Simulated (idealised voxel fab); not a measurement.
Process module in this document: voxel wiring stack
Each square cell in cross-section cut measures 5 nm, and the section as a whole is 190 nm wide.
If you're reading a cross-section in this doc, picture square cells in a grid; it comes to you as bands, top ones listed first down to the bottom, and a band can be one or more rows of cells.
Heads up on the band format: heights come first, top then bottom, in nm. After that it's the materials left to right, each with its width in nm. A single material flagged "full width" fills the whole band edge to edge, and "blank" means there's empty space there.
Height is counted from the level 0, under which the received wafer is composed throughout of one material. The lowest of the bands is not closed at the bottom but continues downward, in the notation "z 0 and below".
Graded width ("30 to 40"): value in top row of band = first number; value in bottom row = second number; row-to-row change constant.
It should be understood that the words "nothing different", when stated for a given step, signify that the cross-section underwent no change in any of its cells during that step.
Each empty space that has no open way to the top and spans at least 8 cells appears under "Closed empty spaces" as width x height at distance, the distance counted from the left edge, all in nm.
Post-settings text on a step line: simulator's own remark regarding the step.
overlay nm, on a step with a mask: how far to the right of its planned place the mask lay; to the left if negative

**The process steps that were planned are listed below**
1. RECEIVE [material Si]
2. CONFORMAL_DEP [material SiO2] [thk nm 15]
3. CONFORMAL_DEP [material SiCN] [thk nm 5]
4. DIRECTIONAL_DEP [material lowk] [thk nm 15]
5. DIRECTIONAL_DEP [material aC] [thk nm 15]
6. PATTERN [tone open] [mask id METAL_1] [material resist] [width nm 20] [pitch nm 35] [thk nm 35] [overlay nm 0]
7. DIRECTIONAL_ETCH [etch materials aC] [depth nm 15]
8. STRIP [etch materials resist]
9. DIRECTIONAL_ETCH [etch materials lowk] [depth nm 15]
10. DIRECTIONAL_ETCH [etch materials SiCN] [depth nm 5]
11. STRIP [etch materials aC]
12. CONFORMAL_DEP [material TiN] [thk nm 5]
13. FILL_DEP [material W] [thk nm 5]
14. CMP [height nm 35]
15. CONFORMAL_DEP [material SiCN] [thk nm 5]
16. DIRECTIONAL_DEP [material lowk] [thk nm 15]
17. PATTERN [tone open] [mask id PLUG_1] [material resist] [width nm 15] [pitch nm 35] [thk nm 15] [overlay nm 0]
18. DIRECTIONAL_ETCH [etch materials lowk] [depth nm 15]
19. DIRECTIONAL_ETCH [etch materials SiCN] [depth nm 5]
20. STRIP [etch materials resist]
21. EPI [material Ru] [thk nm 10]
22. EPI [material Ru] [thk nm 10]
23. DIRECTIONAL_DEP [material TiN] [thk nm 5]
24. DIRECTIONAL_DEP [material Ru] [thk nm 15]
25. MASKED_ETCH [tone cover] [mask id METAL_2] [width nm 20] [pitch nm 35] [etch materials Ru] [depth nm 15] [overlay nm 0]
26. MASKED_ETCH [tone cover] [mask id METAL_2] [width nm 20] [pitch nm 35] [etch materials TiN] [depth nm 5] [overlay nm 0]
27. CONFORMAL_DEP [material SiCN] [thk nm 5]
28. FILL_DEP [material lowk] [thk nm 5]
29. CMP [height nm 75]
30. CONFORMAL_DEP [material SiCN] [thk nm 5]
31. DIRECTIONAL_DEP [material lowk] [thk nm 30]
32. PATTERN [tone open] [mask id METAL_3_HOLES] [material resist] [width nm 15] [pitch nm 35] [thk nm 15] [overlay nm 0]
33. DIRECTIONAL_ETCH [etch materials lowk] [depth nm 30]
34. STRIP [etch materials resist]
35. DIRECTIONAL_DEP [material aC] [thk nm 15]
36. PATTERN [tone open] [mask id METAL_3] [material resist] [width nm 20] [pitch nm 35] [thk nm 35] [overlay nm 0]
37. DIRECTIONAL_ETCH [etch materials aC] [depth nm 15]
38. STRIP [etch materials resist]
39. DIRECTIONAL_ETCH [etch materials lowk] [depth nm 15]
40. DIRECTIONAL_ETCH [etch materials SiCN] [depth nm 5]
41. STRIP [etch materials aC]
42. CONFORMAL_DEP [material TiN] [thk nm 5]
43. FILL_DEP [material Ru] [thk nm 10]
44. CMP [height nm 110]
45. CONFORMAL_DEP [material SiCN] [thk nm 5]

**Concerning the first of two wafers, which was run in accordance with the plan**

**As received (post step 1): cross-section**
  z 0 and below = Si full width
  Closed empty spaces: none

**Take a look at the wafer's cross-section after step 2**
  z 15 to 0 = SiO2 full width
  Below 0, no change.

**Take a look at the wafer's cross-section after step 3**
  z 20 to 15 = SiCN full width
  Below 15, no change.

**Take a look at the wafer's cross-section after step 4**
  z 35 to 20 = lowk full width
  Below 20, no change.

**Take a look at the wafer's cross-section after step 5**
  z 50 to 35 = aC full width
  Below 35, no change.

**Take a look at the wafer's cross-section after step 6**
  z 85 to 50 = 65 resist, 20 blank, 15 resist, 20 blank, 70 resist
  Below 50, no change.

**Take a look at the wafer's cross-section after step 7**
  z 70 to 50 = 65 resist, 20 blank, 15 resist, 20 blank, 70 resist
  z 50 to 35 = 65 aC, 20 blank, 15 aC, 20 blank, 70 aC
  Below 35, no change.

**Take a look at the wafer's cross-section after step 8**
  z 50 to 35 = 65 aC, 20 blank, 15 aC, 20 blank, 70 aC
  Below 35, no change.

**Take a look at the wafer's cross-section after step 9**
  z 50 to 35 = 65 aC, 20 blank, 15 aC, 20 blank, 70 aC
  z 35 to 20 = 65 lowk, 20 blank, 15 lowk, 20 blank, 70 lowk
  Below 20, no change.

**Take a look at the wafer's cross-section after step 10**
  z 50 to 35 = 65 aC, 20 blank, 15 aC, 20 blank, 70 aC
  z 35 to 20 = 65 lowk, 20 blank, 15 lowk, 20 blank, 70 lowk
  z 20 to 15 = 65 SiCN, 20 blank, 15 SiCN, 20 blank, 70 SiCN
  Below 15, no change.

**Take a look at the wafer's cross-section after step 11**
  z 35 to 20 = 65 lowk, 20 blank, 15 lowk, 20 blank, 70 lowk
  Below 20, no change.

**Take a look at the wafer's cross-section after step 12**
  z 40 to 35 = 70 TiN, 10 blank, 25 TiN, 10 blank, 75 TiN
  z 35 to 20 = 65 lowk, 5 TiN, 10 blank, 5 TiN, 15 lowk, 5 TiN, 10 blank, 5 TiN, 70 lowk
  z 20 to 15 = 65 SiCN, 20 TiN, 15 SiCN, 20 TiN, 70 SiCN
  Below 15, no change.

**Take a look at the wafer's cross-section after step 13**
  z 45 to 40 = W full width
  z 40 to 35 = 70 TiN, 10 W, 25 TiN, 10 W, 75 TiN
  z 35 to 20 = 65 lowk, 5 TiN, 10 W, 5 TiN, 15 lowk, 5 TiN, 10 W, 5 TiN, 70 lowk
  Below 20, no change.

**Take a look at the wafer's cross-section after step 14**
  z 35 to 20 = 65 lowk, 5 TiN, 10 W, 5 TiN, 15 lowk, 5 TiN, 10 W, 5 TiN, 70 lowk
  Below 20, no change.

**Take a look at the wafer's cross-section after step 15**
  z 40 to 35 = SiCN full width
  Below 35, no change.

**Take a look at the wafer's cross-section after step 16**
  z 55 to 40 = lowk full width
  Below 40, no change.

**Take a look at the wafer's cross-section after step 17**
  z 70 to 55 = 65 resist, 15 blank, 20 resist, 15 blank, 75 resist
  Below 55, no change.

**Take a look at the wafer's cross-section after step 18**
  z 70 to 55 = 65 resist, 15 blank, 20 resist, 15 blank, 75 resist
  z 55 to 40 = 65 lowk, 15 blank, 20 lowk, 15 blank, 75 lowk
  Below 40, no change.

**Take a look at the wafer's cross-section after step 19**
  z 70 to 55 = 65 resist, 15 blank, 20 resist, 15 blank, 75 resist
  z 55 to 40 = 65 lowk, 15 blank, 20 lowk, 15 blank, 75 lowk
  z 40 to 35 = 65 SiCN, 15 blank, 20 SiCN, 15 blank, 75 SiCN
  Below 35, no change.

**Take a look at the wafer's cross-section after step 20**
  z 55 to 40 = 65 lowk, 15 blank, 20 lowk, 15 blank, 75 lowk
  Below 40, no change.

**Take a look at the wafer's cross-section after step 21**
  z 55 to 45 = 65 lowk, 15 blank, 20 lowk, 15 blank, 75 lowk
  z 45 to 40 = 65 lowk, 15 Ru, 20 lowk, 15 Ru, 75 lowk
  z 40 to 35 = 65 SiCN, 15 Ru, 20 SiCN, 15 Ru, 75 SiCN
  Below 35, no change.

**Take a look at the wafer's cross-section after step 22**
  z 55 to 40 = 65 lowk, 15 Ru, 20 lowk, 15 Ru, 75 lowk
  Below 40, no change.

**Take a look at the wafer's cross-section after step 23**
  z 60 to 55 = TiN full width
  Below 55, no change.

**Take a look at the wafer's cross-section after step 24**
  z 75 to 60 = Ru full width
  Below 60, no change.

**Take a look at the wafer's cross-section after step 25**
  z 75 to 60 = 65 blank, 20 Ru, 15 blank, 20 Ru, 70 blank
  Below 60, no change.

**Take a look at the wafer's cross-section after step 26**
  z 75 to 60 = 65 blank, 20 Ru, 15 blank, 20 Ru, 70 blank
  z 60 to 55 = 65 blank, 20 TiN, 15 blank, 20 TiN, 70 blank
  Below 55, no change.

**Take a look at the wafer's cross-section after step 27**
  z 80 to 75 = 60 blank, 30 SiCN, 5 blank, 30 SiCN, 65 blank
  z 75 to 60 = 60 blank, 5 SiCN, 20 Ru, 5 SiCN, 5 blank, 5 SiCN, 20 Ru, 5 SiCN, 65 blank
  z 60 to 55 = 65 SiCN, 20 TiN, 15 SiCN, 20 TiN, 70 SiCN
  Below 55, no change.

**Take a look at the wafer's cross-section after step 28**
  z 85 to 80 = lowk full width
  z 80 to 75 = 60 lowk, 30 SiCN, 5 lowk, 30 SiCN, 65 lowk
  z 75 to 60 = 60 lowk, 5 SiCN, 20 Ru, 5 SiCN, 5 lowk, 5 SiCN, 20 Ru, 5 SiCN, 65 lowk
  Below 60, no change.

**Take a look at the wafer's cross-section after step 29**
  z 75 to 60 = 60 lowk, 5 SiCN, 20 Ru, 5 SiCN, 5 lowk, 5 SiCN, 20 Ru, 5 SiCN, 65 lowk
  Below 60, no change.

**Take a look at the wafer's cross-section after step 30**
  z 80 to 75 = SiCN full width
  Below 75, no change.

**Take a look at the wafer's cross-section after step 31**
  z 110 to 80 = lowk full width
  Below 80, no change.

**Take a look at the wafer's cross-section after step 32**
  z 125 to 110 = 65 resist, 15 blank, 20 resist, 15 blank, 75 resist
  Below 110, no change.

**Take a look at the wafer's cross-section after step 33**
  z 125 to 110 = 65 resist, 15 blank, 20 resist, 15 blank, 75 resist
  z 110 to 80 = 65 lowk, 15 blank, 20 lowk, 15 blank, 75 lowk
  Below 80, no change.

**Take a look at the wafer's cross-section after step 34**
  z 110 to 80 = 65 lowk, 15 blank, 20 lowk, 15 blank, 75 lowk
  Below 80, no change.

**Take a look at the wafer's cross-section after step 35**
  z 125 to 110 = 65 aC, 15 blank, 20 aC, 15 blank, 75 aC
  z 110 to 95 = 65 lowk, 15 blank, 20 lowk, 15 blank, 75 lowk
  z 95 to 80 = 65 lowk, 15 aC, 20 lowk, 15 aC, 75 lowk
  Below 80, no change.

**Take a look at the wafer's cross-section after step 36**
  z 160 to 125 = 65 resist, 20 blank, 15 resist, 20 blank, 70 resist
  Below 125, no change.

**Take a look at the wafer's cross-section after step 37**
  z 145 to 125 = 65 resist, 20 blank, 15 resist, 20 blank, 70 resist
  z 125 to 110 = 65 aC, 20 blank, 15 aC, 20 blank, 70 aC
  z 110 to 80 = 65 lowk, 15 blank, 20 lowk, 15 blank, 75 lowk
  Below 80, no change.

**Take a look at the wafer's cross-section after step 38**
  z 125 to 110 = 65 aC, 20 blank, 15 aC, 20 blank, 70 aC
  Below 110, no change.

**Take a look at the wafer's cross-section after step 39**
  z 125 to 110 = 65 aC, 20 blank, 15 aC, 20 blank, 70 aC
  z 110 to 95 = 65 lowk, 20 blank, 15 lowk, 20 blank, 70 lowk
  Below 95, no change.

**Take a look at the wafer's cross-section after step 40**
  z 125 to 110 = 65 aC, 20 blank, 15 aC, 20 blank, 70 aC
  z 110 to 95 = 65 lowk, 20 blank, 15 lowk, 20 blank, 70 lowk
  z 95 to 80 = 65 lowk, 15 blank, 20 lowk, 15 blank, 75 lowk
  z 80 to 75 = 65 SiCN, 15 blank, 20 SiCN, 15 blank, 75 SiCN
  Below 75, no change.

**Take a look at the wafer's cross-section after step 41**
  z 110 to 95 = 65 lowk, 20 blank, 15 lowk, 20 blank, 70 lowk
  Below 95, no change.

**Take a look at the wafer's cross-section after step 42**
  z 115 to 110 = 70 TiN, 10 blank, 25 TiN, 10 blank, 75 TiN
  z 110 to 100 = 65 lowk, 5 TiN, 10 blank, 5 TiN, 15 lowk, 5 TiN, 10 blank, 5 TiN, 70 lowk
  z 100 to 95 = 65 lowk, 5 TiN, 5 blank, 10 TiN, 15 lowk, 5 TiN, 5 blank, 10 TiN, 70 lowk
  z 95 to 80 = 65 lowk, 5 TiN, 5 blank, 5 TiN, 20 lowk, 5 TiN, 5 blank, 5 TiN, 75 lowk
  z 80 to 75 = 65 SiCN, 15 TiN, 20 SiCN, 15 TiN, 75 SiCN
  Below 75, no change.

**Take a look at the wafer's cross-section after step 43**
  z 125 to 115 = Ru full width
  z 115 to 110 = 70 TiN, 10 Ru, 25 TiN, 10 Ru, 75 TiN
  z 110 to 100 = 65 lowk, 5 TiN, 10 Ru, 5 TiN, 15 lowk, 5 TiN, 10 Ru, 5 TiN, 70 lowk
  z 100 to 95 = 65 lowk, 5 TiN, 5 Ru, 10 TiN, 15 lowk, 5 TiN, 5 Ru, 10 TiN, 70 lowk
  z 95 to 80 = 65 lowk, 5 TiN, 5 Ru, 5 TiN, 20 lowk, 5 TiN, 5 Ru, 5 TiN, 75 lowk
  Below 80, no change.

**Take a look at the wafer's cross-section after step 44**
  z 110 to 100 = 65 lowk, 5 TiN, 10 Ru, 5 TiN, 15 lowk, 5 TiN, 10 Ru, 5 TiN, 70 lowk
  Below 100, no change.

**Take a look at the wafer's cross-section after step 45**
  z 115 to 110 = SiCN full width
  Below 110, no change.

**Wafer two. Same start, same plan, one slip in execution. Same as wafer one through step 1, inclusive**

**Second wafer, section view, time point: scheduled end of step 2**
  z 30 to 0 = SiO2 full width
  Below 0, no change.

**Second wafer, section view, time point: scheduled end of step 3**
  z 35 to 30 = SiCN full width
  Below 30, no change.

**Second wafer, section view, time point: scheduled end of step 4**
  z 50 to 35 = lowk full width
  Below 35, no change.

**Second wafer, section view, time point: scheduled end of step 5**
  z 65 to 50 = aC full width
  Below 50, no change.

**Second wafer, section view, time point: scheduled end of step 6**
  z 100 to 65 = 65 resist, 20 blank, 15 resist, 20 blank, 70 resist
  Below 65, no change.

**Second wafer, section view, time point: scheduled end of step 7**
  z 85 to 65 = 65 resist, 20 blank, 15 resist, 20 blank, 70 resist
  z 65 to 50 = 65 aC, 20 blank, 15 aC, 20 blank, 70 aC
  Below 50, no change.

**Second wafer, section view, time point: scheduled end of step 8**
  z 65 to 50 = 65 aC, 20 blank, 15 aC, 20 blank, 70 aC
  Below 50, no change.

**Second wafer, section view, time point: scheduled end of step 9**
  z 65 to 50 = 65 aC, 20 blank, 15 aC, 20 blank, 70 aC
  z 50 to 35 = 65 lowk, 20 blank, 15 lowk, 20 blank, 70 lowk
  Below 35, no change.

**Second wafer, section view, time point: scheduled end of step 10**
  z 65 to 50 = 65 aC, 20 blank, 15 aC, 20 blank, 70 aC
  z 50 to 35 = 65 lowk, 20 blank, 15 lowk, 20 blank, 70 lowk
  z 35 to 30 = 65 SiCN, 20 blank, 15 SiCN, 20 blank, 70 SiCN
  Below 30, no change.

**Second wafer, section view, time point: scheduled end of step 11**
  z 50 to 35 = 65 lowk, 20 blank, 15 lowk, 20 blank, 70 lowk
  Below 35, no change.

**Second wafer, section view, time point: scheduled end of step 12**
  z 55 to 50 = 70 TiN, 10 blank, 25 TiN, 10 blank, 75 TiN
  z 50 to 35 = 65 lowk, 5 TiN, 10 blank, 5 TiN, 15 lowk, 5 TiN, 10 blank, 5 TiN, 70 lowk
  z 35 to 30 = 65 SiCN, 20 TiN, 15 SiCN, 20 TiN, 70 SiCN
  Below 30, no change.

**Second wafer, section view, time point: scheduled end of step 13**
  z 60 to 55 = W full width
  z 55 to 50 = 70 TiN, 10 W, 25 TiN, 10 W, 75 TiN
  z 50 to 35 = 65 lowk, 5 TiN, 10 W, 5 TiN, 15 lowk, 5 TiN, 10 W, 5 TiN, 70 lowk
  Below 35, no change.

**Second wafer, section view, time point: scheduled end of step 14**
  z 35 to 30 = 65 SiCN, 20 TiN, 15 SiCN, 20 TiN, 70 SiCN
  Below 30, no change.

**Second wafer, section view, time point: scheduled end of step 15**
  z 40 to 35 = SiCN full width
  Below 35, no change.

**Second wafer, section view, time point: scheduled end of step 16**
  z 55 to 40 = lowk full width
  Below 40, no change.

**Second wafer, section view, time point: scheduled end of step 17**
  z 70 to 55 = 65 resist, 15 blank, 20 resist, 15 blank, 75 resist
  Below 55, no change.

**Second wafer, section view, time point: scheduled end of step 18**
  z 70 to 55 = 65 resist, 15 blank, 20 resist, 15 blank, 75 resist
  z 55 to 40 = 65 lowk, 15 blank, 20 lowk, 15 blank, 75 lowk
  Below 40, no change.

**Second wafer, section view, time point: scheduled end of step 19**
  z 70 to 55 = 65 resist, 15 blank, 20 resist, 15 blank, 75 resist
  z 55 to 40 = 65 lowk, 15 blank, 20 lowk, 15 blank, 75 lowk
  z 40 to 35 = 65 SiCN, 15 blank, 20 SiCN, 15 blank, 75 SiCN
  Below 35, no change.

**Second wafer, section view, time point: scheduled end of step 20**
  z 55 to 40 = 65 lowk, 15 blank, 20 lowk, 15 blank, 75 lowk
  Below 40, no change.

**Second wafer, section view, time point: scheduled end of step 21**
  z 55 to 45 = 65 lowk, 15 blank, 20 lowk, 15 blank, 75 lowk
  z 45 to 40 = 65 lowk, 15 Ru, 20 lowk, 15 Ru, 75 lowk
  z 40 to 35 = 65 SiCN, 15 Ru, 20 SiCN, 15 Ru, 75 SiCN
  Below 35, no change.

**Second wafer, section view, time point: scheduled end of step 22**
  z 55 to 40 = 65 lowk, 15 Ru, 20 lowk, 15 Ru, 75 lowk
  Below 40, no change.

**Second wafer, section view, time point: scheduled end of step 23**
  z 60 to 55 = TiN full width
  Below 55, no change.

**Second wafer, section view, time point: scheduled end of step 24**
  z 75 to 60 = Ru full width
  Below 60, no change.

**Second wafer, section view, time point: scheduled end of step 25**
  z 75 to 60 = 65 blank, 20 Ru, 15 blank, 20 Ru, 70 blank
  Below 60, no change.

**Second wafer, section view, time point: scheduled end of step 26**
  z 75 to 60 = 65 blank, 20 Ru, 15 blank, 20 Ru, 70 blank
  z 60 to 55 = 65 blank, 20 TiN, 15 blank, 20 TiN, 70 blank
  Below 55, no change.

**Second wafer, section view, time point: scheduled end of step 27**
  z 80 to 75 = 60 blank, 30 SiCN, 5 blank, 30 SiCN, 65 blank
  z 75 to 60 = 60 blank, 5 SiCN, 20 Ru, 5 SiCN, 5 blank, 5 SiCN, 20 Ru, 5 SiCN, 65 blank
  z 60 to 55 = 65 SiCN, 20 TiN, 15 SiCN, 20 TiN, 70 SiCN
  Below 55, no change.

**Second wafer, section view, time point: scheduled end of step 28**
  z 85 to 80 = lowk full width
  z 80 to 75 = 60 lowk, 30 SiCN, 5 lowk, 30 SiCN, 65 lowk
  z 75 to 60 = 60 lowk, 5 SiCN, 20 Ru, 5 SiCN, 5 lowk, 5 SiCN, 20 Ru, 5 SiCN, 65 lowk
  Below 60, no change.

**Second wafer, section view, time point: scheduled end of step 29**
  z 75 to 60 = 60 lowk, 5 SiCN, 20 Ru, 5 SiCN, 5 lowk, 5 SiCN, 20 Ru, 5 SiCN, 65 lowk
  Below 60, no change.

**Second wafer, section view, time point: scheduled end of step 30**
  z 80 to 75 = SiCN full width
  Below 75, no change.

**Second wafer, section view, time point: scheduled end of step 31**
  z 110 to 80 = lowk full width
  Below 80, no change.

**Second wafer, section view, time point: scheduled end of step 32**
  z 125 to 110 = 65 resist, 15 blank, 20 resist, 15 blank, 75 resist
  Below 110, no change.

**Second wafer, section view, time point: scheduled end of step 33**
  z 125 to 110 = 65 resist, 15 blank, 20 resist, 15 blank, 75 resist
  z 110 to 80 = 65 lowk, 15 blank, 20 lowk, 15 blank, 75 lowk
  Below 80, no change.

**Second wafer, section view, time point: scheduled end of step 34**
  z 110 to 80 = 65 lowk, 15 blank, 20 lowk, 15 blank, 75 lowk
  Below 80, no change.

**Second wafer, section view, time point: scheduled end of step 35**
  z 125 to 110 = 65 aC, 15 blank, 20 aC, 15 blank, 75 aC
  z 110 to 95 = 65 lowk, 15 blank, 20 lowk, 15 blank, 75 lowk
  z 95 to 80 = 65 lowk, 15 aC, 20 lowk, 15 aC, 75 lowk
  Below 80, no change.

**Second wafer, section view, time point: scheduled end of step 36**
  z 160 to 125 = 65 resist, 20 blank, 15 resist, 20 blank, 70 resist
  Below 125, no change.

**Second wafer, section view, time point: scheduled end of step 37**
  z 145 to 125 = 65 resist, 20 blank, 15 resist, 20 blank, 70 resist
  z 125 to 110 = 65 aC, 20 blank, 15 aC, 20 blank, 70 aC
  z 110 to 80 = 65 lowk, 15 blank, 20 lowk, 15 blank, 75 lowk
  Below 80, no change.

**Second wafer, section view, time point: scheduled end of step 38**
  z 125 to 110 = 65 aC, 20 blank, 15 aC, 20 blank, 70 aC
  Below 110, no change.

**Second wafer, section view, time point: scheduled end of step 39**
  z 125 to 110 = 65 aC, 20 blank, 15 aC, 20 blank, 70 aC
  z 110 to 95 = 65 lowk, 20 blank, 15 lowk, 20 blank, 70 lowk
  Below 95, no change.

**Second wafer, section view, time point: scheduled end of step 40**
  z 125 to 110 = 65 aC, 20 blank, 15 aC, 20 blank, 70 aC
  z 110 to 95 = 65 lowk, 20 blank, 15 lowk, 20 blank, 70 lowk
  z 95 to 80 = 65 lowk, 15 blank, 20 lowk, 15 blank, 75 lowk
  z 80 to 75 = 65 SiCN, 15 blank, 20 SiCN, 15 blank, 75 SiCN
  Below 75, no change.

**Second wafer, section view, time point: scheduled end of step 41**
  z 110 to 95 = 65 lowk, 20 blank, 15 lowk, 20 blank, 70 lowk
  Below 95, no change.

**Second wafer, section view, time point: scheduled end of step 42**
  z 115 to 110 = 70 TiN, 10 blank, 25 TiN, 10 blank, 75 TiN
  z 110 to 100 = 65 lowk, 5 TiN, 10 blank, 5 TiN, 15 lowk, 5 TiN, 10 blank, 5 TiN, 70 lowk
  z 100 to 95 = 65 lowk, 5 TiN, 5 blank, 10 TiN, 15 lowk, 5 TiN, 5 blank, 10 TiN, 70 lowk
  z 95 to 80 = 65 lowk, 5 TiN, 5 blank, 5 TiN, 20 lowk, 5 TiN, 5 blank, 5 TiN, 75 lowk
  z 80 to 75 = 65 SiCN, 15 TiN, 20 SiCN, 15 TiN, 75 SiCN
  Below 75, no change.

**Second wafer, section view, time point: scheduled end of step 43**
  z 125 to 115 = Ru full width
  z 115 to 110 = 70 TiN, 10 Ru, 25 TiN, 10 Ru, 75 TiN
  z 110 to 100 = 65 lowk, 5 TiN, 10 Ru, 5 TiN, 15 lowk, 5 TiN, 10 Ru, 5 TiN, 70 lowk
  z 100 to 95 = 65 lowk, 5 TiN, 5 Ru, 10 TiN, 15 lowk, 5 TiN, 5 Ru, 10 TiN, 70 lowk
  z 95 to 80 = 65 lowk, 5 TiN, 5 Ru, 5 TiN, 20 lowk, 5 TiN, 5 Ru, 5 TiN, 75 lowk
  Below 80, no change.

**Second wafer, section view, time point: scheduled end of step 44**
  z 110 to 100 = 65 lowk, 5 TiN, 10 Ru, 5 TiN, 15 lowk, 5 TiN, 10 Ru, 5 TiN, 70 lowk
  Below 100, no change.

**Second wafer, section view, time point: scheduled end of step 45**
  z 115 to 110 = SiCN full width
  Below 110, no change.
Deviation noted in wafer processing: step 2 of the plan was performed twice
The closing comparison, in cells, has the second wafer with more or fewer of some materials than the first: 114 more of SiO2 | 12 fewer of TiN | 12 fewer of W | 90 fewer of lowk
